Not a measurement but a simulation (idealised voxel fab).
Proc. module: voxel quadruple lines
Section cut is 260 nm wide and gridded with 5 nm square cells.
For the purposes of this document, a cross-section shall be understood as a grid of square cells, specified as bands listed in top-to-bottom order, each band consisting of one or more rows of cells. In this notation a band is specified by the heights of its top and bottom, in that order and in nm, after which its materials appear from left to right, each paired with its width in nm. The word "all across" attached to a single material means that material fills the band from edge to edge; the word "empty" stands for empty space. The reference from which all heights are counted is 0, the level beneath which the as-received wafer is entirely one material; the lowest band, having no lower bound, proceeds downward and is written after the example "0 down". Quick explanation for "30->40": the width changes in equal steps down the rows of cells, from the first number in the band's top row to the second number in its bottom row. For the purposes of this document, the phrase "all unchanged" attached to a step denotes that no cell within the cross-section was modified by that step. Basically, "closed voids" tells you about the enclosed voids: empty spaces with no open way to the top, 8 cells or bigger, each written width x height at distance, where distance is from the left edge, all in nm. Past the settings on a step's line: simulator remark, on that step. overlay nm: on a step with a mask, how far right of its planned place the mask lay; negative means left.

### This section lists the process steps that were planned
1. RECEIVE | material Si
2. CONFORMAL_DEP | material SiO2 | thk nm 10
3. DIRECTIONAL_DEP | material Ru | thk nm 10
4. DIRECTIONAL_DEP | material polySi | thk nm 20
5. DIRECTIONAL_DEP | material aC | thk nm 20
6. PATTERN | tone cover | mask id MANDREL | material resist | width nm 35 | pitch nm 100 | thk nm 30 | overlay nm 0
7. DIRECTIONAL_ETCH | etch materials aC | depth nm 20
8. STRIP | etch materials resist
9. CONFORMAL_DEP | material SiO2 | thk nm 15
10. DIRECTIONAL_ETCH | etch materials SiO2 | depth nm 15
11. STRIP | etch materials aC
12. DIRECTIONAL_ETCH | etch materials polySi | depth nm 20
13. STRIP | etch materials SiO2
14. CONFORMAL_DEP | material SiCN | thk nm 10
15. DIRECTIONAL_ETCH | etch materials SiCN | depth nm 10
16. STRIP | etch materials polySi
17. DIRECTIONAL_ETCH | etch materials Ru | depth nm 10
18. STRIP | etch materials SiCN
19. FILL_DEP | material lowk | thk nm 5
20. CMP | height nm 20

### What follows covers the first of two wafers; it ran as planned

### This is the cross-section of the wafer as we received it, i.e. after step 1
  0 down | Si all across
  closed voids: none

### Cross-sectional representation of the wafer at the conclusion of step 2
  10 to 0 | SiO2 all across
  At heights below 0, the structure remains unaltered.

### Cross-sectional representation of the wafer at the conclusion of step 3
  20 to 10 | Ru all across
  At heights below 10, the structure remains unaltered.

### Cross-sectional representation of the wafer at the conclusion of step 4
  40 to 20 | polySi all across
  At heights below 20, the structure remains unaltered.

### Cross-sectional representation of the wafer at the conclusion of step 5
  60 to 40 | aC all across
  At heights below 40, the structure remains unaltered.

### Cross-sectional representation of the wafer at the conclusion of step 6
  90 to 60 | 60 empty, then 35 resist, then 65 empty, then 35 resist, then 65 empty
  At heights below 60, the structure remains unaltered.

### Cross-sectional representation of the wafer at the conclusion of step 7
  70 to 60 | 60 empty, then 35 resist, then 65 empty, then 35 resist, then 65 empty
  60 to 40 | 60 empty, then 35 aC, then 65 empty, then 35 aC, then 65 empty
  At heights below 40, the structure remains unaltered.

### Cross-sectional representation of the wafer at the conclusion of step 8
  60 to 40 | 60 empty, then 35 aC, then 65 empty, then 35 aC, then 65 empty
  At heights below 40, the structure remains unaltered.

### Cross-sectional representation of the wafer at the conclusion of step 9
  75 to 60 | 45 empty, then 65 SiO2, then 35 empty, then 65 SiO2, then 50 empty
  60 to 55 | 45 empty, then 15 SiO2, then 35 aC, then 15 SiO2, then 35 empty, then 15 SiO2, then 35 aC, then 15 SiO2, then 50 empty
  55 to 40 | 60 SiO2, then 35 aC, then 65 SiO2, then 35 aC, then 65 SiO2
  At heights below 40, the structure remains unaltered.

### Cross-sectional representation of the wafer at the conclusion of step 10
  60 to 40 | 45 empty, then 15 SiO2, then 35 aC, then 15 SiO2, then 35 empty, then 15 SiO2, then 35 aC, then 15 SiO2, then 50 empty
  At heights below 40, the structure remains unaltered.

### Cross-sectional representation of the wafer at the conclusion of step 11
  60 to 40 | 45 empty, then 15 SiO2, then 35 empty, then 15 SiO2, then 35 empty, then 15 SiO2, then 35 empty, then 15 SiO2, then 50 empty
  At heights below 40, the structure remains unaltered.

### Cross-sectional representation of the wafer at the conclusion of step 12
  60 to 40 | 45 empty, then 15 SiO2, then 35 empty, then 15 SiO2, then 35 empty, then 15 SiO2, then 35 empty, then 15 SiO2, then 50 empty
  40 to 20 | 45 empty, then 15 polySi, then 35 empty, then 15 polySi, then 35 empty, then 15 polySi, then 35 empty, then 15 polySi, then 50 empty
  At heights below 20, the structure remains unaltered.

### Cross-sectional representation of the wafer at the conclusion of step 13
  40 to 20 | 45 empty, then 15 polySi, then 35 empty, then 15 polySi, then 35 empty, then 15 polySi, then 35 empty, then 15 polySi, then 50 empty
  At heights below 20, the structure remains unaltered.

### Cross-sectional representation of the wafer at the conclusion of step 14
  50 to 40 | 35 empty, then 35 SiCN, then 15 empty, then 35 SiCN, then 15 empty, then 35 SiCN, then 15 empty, then 35 SiCN, then 40 empty
  40 to 30 | 35 empty, then 10 SiCN, then 15 polySi, then 10 SiCN, then 15 empty, then 10 SiCN, then 15 polySi, then 10 SiCN, then 15 empty, then 10 SiCN, then 15 polySi, then 10 SiCN, then 15 empty, then 10 SiCN, then 15 polySi, then 10 SiCN, then 40 empty
  30 to 20 | 45 SiCN, then 15 polySi, then 35 SiCN, then 15 polySi, then 35 SiCN, then 15 polySi, then 35 SiCN, then 15 polySi, then 50 SiCN
  At heights below 20, the structure remains unaltered.

### Cross-sectional representation of the wafer at the conclusion of step 15
  40 to 20 | 35 empty, then 10 SiCN, then 15 polySi, then 10 SiCN, then 15 empty, then 10 SiCN, then 15 polySi, then 10 SiCN, then 15 empty, then 10 SiCN, then 15 polySi, then 10 SiCN, then 15 empty, then 10 SiCN, then 15 polySi, then 10 SiCN, then 40 empty
  At heights below 20, the structure remains unaltered.

### Cross-sectional representation of the wafer at the conclusion of step 16
  40 to 20 | 35 empty, then 10 SiCN, then 15 empty, then 10 SiCN, then 15 empty, then 10 SiCN, then 15 empty, then 10 SiCN, then 15 empty, then 10 SiCN, then 15 empty, then 10 SiCN, then 15 empty, then 10 SiCN, then 15 empty, then 10 SiCN, then 40 empty
  At heights below 20, the structure remains unaltered.

### Cross-sectional representation of the wafer at the conclusion of step 17
  40 to 20 | 35 empty, then 10 SiCN, then 15 empty, then 10 SiCN, then 15 empty, then 10 SiCN, then 15 empty, then 10 SiCN, then 15 empty, then 10 SiCN, then 15 empty, then 10 SiCN, then 15 empty, then 10 SiCN, then 15 empty, then 10 SiCN, then 40 empty
  20 to 10 | 35 empty, then 10 Ru, then 15 empty, then 10 Ru, then 15 empty, then 10 Ru, then 15 empty, then 10 Ru, then 15 empty, then 10 Ru, then 15 empty, then 10 Ru, then 15 empty, then 10 Ru, then 15 empty, then 10 Ru, then 40 empty
  At heights below 10, the structure remains unaltered.

### Cross-sectional representation of the wafer at the conclusion of step 18
  20 to 10 | 35 empty, then 10 Ru, then 15 empty, then 10 Ru, then 15 empty, then 10 Ru, then 15 empty, then 10 Ru, then 15 empty, then 10 Ru, then 15 empty, then 10 Ru, then 15 empty, then 10 Ru, then 15 empty, then 10 Ru, then 40 empty
  At heights below 10, the structure remains unaltered.

### Cross-sectional representation of the wafer at the conclusion of step 19
  25 to 20 | lowk all across
  20 to 10 | 35 lowk, then 10 Ru, then 15 lowk, then 10 Ru, then 15 lowk, then 10 Ru, then 15 lowk, then 10 Ru, then 15 lowk, then 10 Ru, then 15 lowk, then 10 Ru, then 15 lowk, then 10 Ru, then 15 lowk, then 10 Ru, then 40 lowk
  At heights below 10, the structure remains unaltered.

### Cross-sectional representation of the wafer at the conclusion of step 20
  20 to 10 | 35 lowk, then 10 Ru, then 15 lowk, then 10 Ru, then 15 lowk, then 10 Ru, then 15 lowk, then 10 Ru, then 15 lowk, then 10 Ru, then 15 lowk, then 10 Ru, then 15 lowk, then 10 Ru, then 15 lowk, then 10 Ru, then 40 lowk
  At heights below 10, the structure remains unaltered.

### Here the second wafer is described. Its start and its plan were those of the first wafer. Its run contained one mistake. Up to and including step 5, it did exactly what the first wafer did

### Second wafer, cut view, end of step 6 per plan
  90 to 60 | 60 resist, then 35 empty, then 65 resist, then 35 empty, then 65 resist
  At heights below 60, the structure remains unaltered.

### Second wafer, cut view, end of step 7 per plan
  70 to 60 | 60 resist, then 35 empty, then 65 resist, then 35 empty, then 65 resist
  60 to 40 | 60 aC, then 35 empty, then 65 aC, then 35 empty, then 65 aC
  At heights below 40, the structure remains unaltered.

### Second wafer, cut view, end of step 8 per plan
  60 to 40 | 60 aC, then 35 empty, then 65 aC, then 35 empty, then 65 aC
  At heights below 40, the structure remains unaltered.

### Second wafer, cut view, end of step 9 per plan
  75 to 60 | 75 SiO2, then 5 empty, then 95 SiO2, then 5 empty, then 80 SiO2
  60 to 55 | 60 aC, then 15 SiO2, then 5 empty, then 15 SiO2, then 65 aC, then 15 SiO2, then 5 empty, then 15 SiO2, then 65 aC
  55 to 40 | 60 aC, then 35 SiO2, then 65 aC, then 35 SiO2, then 65 aC
  At heights below 40, the structure remains unaltered.

### Second wafer, cut view, end of step 10 per plan
  60 to 40 | 60 aC, then 15 SiO2, then 5 empty, then 15 SiO2, then 65 aC, then 15 SiO2, then 5 empty, then 15 SiO2, then 65 aC
  At heights below 40, the structure remains unaltered.

### Second wafer, cut view, end of step 11 per plan
  60 to 40 | 60 empty, then 15 SiO2, then 5 empty, then 15 SiO2, then 65 empty, then 15 SiO2, then 5 empty, then 15 SiO2, then 65 empty
  At heights below 40, the structure remains unaltered.

### Second wafer, cut view, end of step 12 per plan
  60 to 40 | 60 empty, then 15 SiO2, then 5 empty, then 15 SiO2, then 65 empty, then 15 SiO2, then 5 empty, then 15 SiO2, then 65 empty
  40 to 20 | 60 empty, then 15 polySi, then 5 empty, then 15 polySi, then 65 empty, then 15 polySi, then 5 empty, then 15 polySi, then 65 empty
  At heights below 20, the structure remains unaltered.

### Second wafer, cut view, end of step 13 per plan
  40 to 20 | 60 empty, then 15 polySi, then 5 empty, then 15 polySi, then 65 empty, then 15 polySi, then 5 empty, then 15 polySi, then 65 empty
  At heights below 20, the structure remains unaltered.

### Second wafer, cut view, end of step 14 per plan
  50 to 40 | 50 empty, then 55 SiCN, then 45 empty, then 55 SiCN, then 55 empty
  40 to 30 | 50 empty, then 10 SiCN, then 15 polySi, then 5 SiCN, then 15 polySi, then 10 SiCN, then 45 empty, then 10 SiCN, then 15 polySi, then 5 SiCN, then 15 polySi, then 10 SiCN, then 55 empty
  30 to 20 | 60 SiCN, then 15 polySi, then 5 SiCN, then 15 polySi, then 65 SiCN, then 15 polySi, then 5 SiCN, then 15 polySi, then 65 SiCN
  At heights below 20, the structure remains unaltered.

### Second wafer, cut view, end of step 15 per plan
  40 to 20 | 50 empty, then 10 SiCN, then 15 polySi, then 5 SiCN, then 15 polySi, then 10 SiCN, then 45 empty, then 10 SiCN, then 15 polySi, then 5 SiCN, then 15 polySi, then 10 SiCN, then 55 empty
  At heights below 20, the structure remains unaltered.

### Second wafer, cut view, end of step 16 per plan
  40 to 20 | 50 empty, then 10 SiCN, then 15 empty, then 5 SiCN, then 15 empty, then 10 SiCN, then 45 empty, then 10 SiCN, then 15 empty, then 5 SiCN, then 15 empty, then 10 SiCN, then 55 empty
  At heights below 20, the structure remains unaltered.

### Second wafer, cut view, end of step 17 per plan
  40 to 20 | 50 empty, then 10 SiCN, then 15 empty, then 5 SiCN, then 15 empty, then 10 SiCN, then 45 empty, then 10 SiCN, then 15 empty, then 5 SiCN, then 15 empty, then 10 SiCN, then 55 empty
  20 to 10 | 50 empty, then 10 Ru, then 15 empty, then 5 Ru, then 15 empty, then 10 Ru, then 45 empty, then 10 Ru, then 15 empty, then 5 Ru, then 15 empty, then 10 Ru, then 55 empty
  At heights below 10, the structure remains unaltered.

### Second wafer, cut view, end of step 18 per plan
  20 to 10 | 50 empty, then 10 Ru, then 15 empty, then 5 Ru, then 15 empty, then 10 Ru, then 45 empty, then 10 Ru, then 15 empty, then 5 Ru, then 15 empty, then 10 Ru, then 55 empty
  At heights below 10, the structure remains unaltered.

### Second wafer, cut view, end of step 19 per plan
  25 to 20 | lowk all across
  20 to 10 | 50 lowk, then 10 Ru, then 15 lowk, then 5 Ru, then 15 lowk, then 10 Ru, then 45 lowk, then 10 Ru, then 15 lowk, then 5 Ru, then 15 lowk, then 10 Ru, then 55 lowk
  At heights below 10, the structure remains unaltered.

### Second wafer, cut view, end of step 20 per plan
  20 to 10 | 50 lowk, then 10 Ru, then 15 lowk, then 5 Ru, then 15 lowk, then 10 Ru, then 45 lowk, then 10 Ru, then 15 lowk, then 5 Ru, then 15 lowk, then 10 Ru, then 55 lowk
  At heights below 10, the structure remains unaltered.
Diagnosis: note that step 6 departed from the planned setting and was carried out as PATTERN | tone open | mask id MANDREL | material resist | width nm 35 | pitch nm 100 | thk nm 30 | overlay nm 0
End of process, cell counts, second wafer against first, materials with more or fewer: Ru: 12 fewer; lowk: 12 more
